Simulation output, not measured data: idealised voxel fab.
The process module that follows is named voxel ribs on slabs.
This is section cut - it's 175 nm across, gridded in 5 nm square cells.
When this document writes out a cross-section, it uses a grid of square cells and lists it as bands, beginning at the top and moving down, with a band standing for one or more rows of cells. Basically the band line says how high the top is and how high the bottom is, in nm, and then what's in it from left to right, every material with its width in nm. Empty space shows up as "blank", and if a single material carries "edge to edge" it runs the full band edge to edge. The reference from which all heights are counted is 0, the level beneath which the as-received wafer is entirely one material; the lowest band, having no lower bound, proceeds downward and is written after the example "0 down". It should be noted that a width expressed as "30 to 40" varies in equal increments from row to row of cells within the band, taking the value of the first number at the top row and that of the second number at the bottom row. The designation "remained unchanged", where it is given for a processing step, indicates that no cell of the cross-section was altered in the course of that step. Each empty space that has no open way to the top and spans at least 8 cells appears under "Sealed void listing" as width x height at distance, the distance counted from the left edge, all in nm. Heads up: the bit after the settings on a step's line is the simulator's remark on that step. overlay nm: how far to the right of its planned place the mask lay on this masked step (negative: to the left).
**So here's the lineup of process steps we planned**
1) RECEIVE [material Si]
2) DIRECTIONAL_DEP [material SiO2] [thk nm 30]
3) DIRECTIONAL_DEP [material SiN] [thk nm 20]
4) PATTERN [tone cover] [mask id RIB] [material resist] [width nm 25] [thk nm 20] [overlay nm 0]
5) DIRECTIONAL_ETCH [etch materials SiN] [depth nm 10]
6) STRIP [etch materials resist]
7) PATTERN [tone cover] [mask id SLAB] [material resist] [width nm 65] [thk nm 15] [overlay nm 0]
8) DIRECTIONAL_ETCH [etch materials SiN] [depth nm 10]
9) STRIP [etch materials resist]
10) FILL_DEP [material SiO2] [thk nm 20]
11) CMP [height nm 65]
12) DIRECTIONAL_DEP [material W] [thk nm 10]
13) MASKED_ETCH [tone cover] [mask id HEATER] [width nm 35] [etch materials W] [depth nm 10] [overlay nm 0]
14) CONFORMAL_DEP [material SiN] [thk nm 5]
**The following pertains to the first of two wafers, which was processed as planned**
**So this is the incoming wafer in cross-section - it's already been through step 1**
0 down | Si edge to edge
Sealed void listing: none
**Wafer section view after processing step 2**
30 to 0 | SiO2 edge to edge
Whatever lies below 0 is exactly as it was before.
**Wafer section view after processing step 3**
50 to 30 | SiN edge to edge
Whatever lies below 30 is exactly as it was before.
**Wafer section view after processing step 4**
70 to 50 | blank: 75 / resist: 25 / blank: 75
Whatever lies below 50 is exactly as it was before.
**Wafer section view after processing step 5**
70 to 50 | blank: 75 / resist: 25 / blank: 75
50 to 40 | blank: 75 / SiN: 25 / blank: 75
Whatever lies below 40 is exactly as it was before.
**Wafer section view after processing step 6**
50 to 40 | blank: 75 / SiN: 25 / blank: 75
Whatever lies below 40 is exactly as it was before.
**Wafer section view after processing step 7**
65 to 50 | blank: 55 / resist: 65 / blank: 55
50 to 40 | blank: 55 / resist: 20 / SiN: 25 / resist: 20 / blank: 55
Whatever lies below 40 is exactly as it was before.
**Wafer section view after processing step 8**
65 to 50 | blank: 55 / resist: 65 / blank: 55
50 to 40 | blank: 55 / resist: 20 / SiN: 25 / resist: 20 / blank: 55
40 to 30 | blank: 55 / SiN: 65 / blank: 55
Whatever lies below 30 is exactly as it was before.
**Wafer section view after processing step 9**
50 to 40 | blank: 75 / SiN: 25 / blank: 75
Whatever lies below 40 is exactly as it was before.
**Wafer section view after processing step 10**
70 to 50 | SiO2 edge to edge
50 to 40 | SiO2: 75 / SiN: 25 / SiO2: 75
40 to 30 | SiO2: 55 / SiN: 65 / SiO2: 55
Whatever lies below 30 is exactly as it was before.
**Wafer section view after processing step 11**
65 to 50 | SiO2 edge to edge
Whatever lies below 50 is exactly as it was before.
**Wafer section view after processing step 12**
75 to 65 | W edge to edge
Whatever lies below 65 is exactly as it was before.
**Wafer section view after processing step 13**
75 to 65 | blank: 70 / W: 35 / blank: 70
Whatever lies below 65 is exactly as it was before.
**Wafer section view after processing step 14**
80 to 75 | blank: 65 / SiN: 45 / blank: 65
75 to 70 | blank: 65 / SiN: 5 / W: 35 / SiN: 5 / blank: 65
70 to 65 | SiN: 70 / W: 35 / SiN: 70
Whatever lies below 65 is exactly as it was before.
**Companion wafer, the second of two: same beginning, same intended sequence, one mistake in carrying it out; through step 6 inclusive it tracks the first exactly**
**What the second wafer looks like in cross-section when step 7 should have wrapped up**
65 to 50 | blank: 55 / resist: 70 / blank: 50
50 to 40 | blank: 55 / resist: 20 / SiN: 25 / resist: 25 / blank: 50
Whatever lies below 40 is exactly as it was before.
**What the second wafer looks like in cross-section when step 8 should have wrapped up**
65 to 50 | blank: 55 / resist: 70 / blank: 50
50 to 40 | blank: 55 / resist: 20 / SiN: 25 / resist: 25 / blank: 50
40 to 30 | blank: 55 / SiN: 70 / blank: 50
Whatever lies below 30 is exactly as it was before.
**What the second wafer looks like in cross-section when step 9 should have wrapped up**
50 to 40 | blank: 75 / SiN: 25 / blank: 75
Whatever lies below 40 is exactly as it was before.
**What the second wafer looks like in cross-section when step 10 should have wrapped up**
70 to 50 | SiO2 edge to edge
50 to 40 | SiO2: 75 / SiN: 25 / SiO2: 75
40 to 30 | SiO2: 55 / SiN: 70 / SiO2: 50
Whatever lies below 30 is exactly as it was before.
**What the second wafer looks like in cross-section when step 11 should have wrapped up**
65 to 50 | SiO2 edge to edge
Whatever lies below 50 is exactly as it was before.
**What the second wafer looks like in cross-section when step 12 should have wrapped up**
75 to 65 | W edge to edge
Whatever lies below 65 is exactly as it was before.
**What the second wafer looks like in cross-section when step 13 should have wrapped up**
75 to 65 | blank: 70 / W: 35 / blank: 70
Whatever lies below 65 is exactly as it was before.
**What the second wafer looks like in cross-section when step 14 should have wrapped up**
80 to 75 | blank: 65 / SiN: 45 / blank: 65
75 to 70 | blank: 65 / SiN: 5 / W: 35 / SiN: 5 / blank: 65
70 to 65 | SiN: 70 / W: 35 / SiN: 70
Whatever lies below 65 is exactly as it was before.
In executing the process, a mistake was made relative to the plan: step 7 did not happen as planned, as run it was PATTERN [tone cover] [mask id SLAB] [material resist] [width nm 70] [thk nm 15] [overlay nm 0]
Final cells, second wafer relative to first, materials higher or lower: 2 more of SiN; 2 fewer of SiO2
